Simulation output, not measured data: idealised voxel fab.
voxel tone inversion: a process module
We display cut, a cross-section 220 nm in width whose square cells are each 5 nm.
Notation: cross-section as square-cell grid; stated in bands, top first, going down; one or more cell rows per band.
In this notation a band is specified by the heights of its top and bottom, in that order and in nm, after which its materials appear from left to right, each paired with its width in nm. The word "everywhere" attached to a single material means that material fills the band from edge to edge; the word "air" stands for empty space.
All heights in this document are referenced to 0, defined as the level beneath which the wafer, as received, consists entirely of one material. The lowest band is not bounded below; it extends indefinitely downward and is written in the form "0 -> down".
Width "30->40": first value at the band's top row of cells, second value at its bottom row, equal change from row to row.
"nothing changed" for a step: no cell of the cross-section changed in that step.
Entry "Internal closed voids". Content: empty spaces with no open connection to the top, size 8 cells or greater. Each: width x height at distance. Distance: from left edge. Unit: nm.
That trailing text on a step's line, after the settings, is the simulator's own remark on the step.
The setting "overlay nm" may be written on the line of a step. When the step uses a mask, the value reports how far to the right of the planned place the mask lay, and a negative value reports that it lay to the left.
The planned process steps are enumerated hereunder:
step 1: RECEIVE,material Si
step 2: CONFORMAL_DEP,material SiN,thk nm 5
step 3: DIRECTIONAL_DEP,material polySi,thk nm 15
step 4: PATTERN,tone cover,mask id POSTS,material resist,width nm 20,pitch nm 40,thk nm 25,overlay nm 0
step 5: DIRECTIONAL_ETCH,etch materials polySi,depth nm 15
step 6: STRIP,etch materials resist
step 7: FILL_DEP,material lowk,thk nm 10
step 8: CMP,height nm 20
step 9: STRIP,etch materials polySi
Here's what the wafer looked like in cross-section when it arrived - that's after step 1:
- 0 -> down: Si everywhere
- Internal closed voids: none
This is how the wafer looks in cross-section once the module is done, given the starting state and plan above and one mistake in carrying the plan out:
- 10 -> 5: lowk: 60 | air: 20 | lowk: 20 | air: 20 | lowk: 20 | air: 20 | lowk: 60
- 5 -> 0: SiN everywhere
- 0 -> down: Si everywhere
- Internal closed voids: none
Error vs. plan: the process deviated at step 8: the operation and settings actually run there were CMP,height nm 10
